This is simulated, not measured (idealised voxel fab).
A process module follows: voxel air gaps.
Displayed cross-section: cut, width of 270 nm, square cells sized 5 nm.
We lay out every cross-section as a grid of square cells and spell it out in bands from the top down, where one band means one or more rows of cells.
Each band's line starts with the height of the band's top and of its bottom, in nm. Then come its materials from left to right, each with its width in nm. One material with "everywhere" fills the band from edge to edge. "empty" is empty space.
Counting heights begins at 0, where everything beneath is, in the wafer as received, one material. The lowest band has no bottom; it goes on downwards, as "0 and below" shows.
Note: "30 to 40" means the width goes from the first number (top row of the band) to the second number (bottom row) in equal steps per row of cells.
"no modification" -> step changed no cross-section cell.
"Closed void register" - sealed voids, min. 8 cells, no opening to top; format: width x height at distance (distance from left edge; nm throughout).
Read whatever lies past the settings on a step's line as the simulator's own remark about the step.
The "overlay nm" setting may appear on a step's line; for a step that uses a mask, it gives how far to the right of its planned position the mask lay, and a negative value indicates the left.

## Here's what the planned process steps look like
1: RECEIVE, material Si
2: CONFORMAL_DEP, material SiO2, thk nm 10
3: CONFORMAL_DEP, material SiCN, thk nm 5
4: DIRECTIONAL_DEP, material lowk, thk nm 40
5: DIRECTIONAL_DEP, material aC, thk nm 15
6: PATTERN, tone open, mask id LINES, material resist, width nm 15, pitch nm 40, thk nm 35, overlay nm 0
7: DIRECTIONAL_ETCH, etch materials aC, depth nm 15
8: STRIP, etch materials resist
9: DIRECTIONAL_ETCH, etch materials lowk, depth nm 40
10: STRIP, etch materials aC
11: CONFORMAL_DEP, material TiN, thk nm 5
12: FILL_DEP, material W, thk nm 10
13: CMP, height nm 55
14: EPI, material Ru, thk nm 10
15: SELECTIVE_ETCH, etch materials lowk, depth nm 50
16: CONFORMAL_DEP, material SiCN, thk nm 5

## Cross-section of the wafer as it came to us, i.e., already through step 1
> 0 and below: Si everywhere
> Closed void register: none

## Look at the cross-section after the module: the wafer started out the way shown above and the plan was the one shown above, yet one mistake was made along the way
> 70 down to 65: empty (70)  SiCN (125)  empty (75)
> 65 down to 55: empty (70)  SiCN (5)  Ru (35)  SiCN (5)  Ru (35)  SiCN (5)  Ru (35)  SiCN (5)  empty (75)
> 55 down to 50: empty (70)  SiCN (15)  TiN (5)  W (5)  TiN (5)  SiCN (25)  TiN (5)  W (5)  TiN (5)  SiCN (25)  TiN (5)  W (5)  TiN (5)  SiCN (15)  empty (75)
> 50 down to 20: empty (80)  SiCN (5)  TiN (5)  W (5)  TiN (5)  SiCN (5)  empty (15)  SiCN (5)  TiN (5)  W (5)  TiN (5)  SiCN (5)  empty (15)  SiCN (5)  TiN (5)  W (5)  TiN (5)  SiCN (5)  empty (85)
> 20 down to 15: SiCN (85)  TiN (15)  SiCN (25)  TiN (15)  SiCN (25)  TiN (15)  SiCN (90)
> 15 down to 10: SiCN everywhere
> 10 down to 0: Ru everywhere
> 0 and below: Si everywhere
> Closed void register: 15 x 30 at 105; 15 x 30 at 145
Finding, execution versus plan: rather than as planned, step 2 actually ran as CONFORMAL_DEP, material Ru, thk nm 10
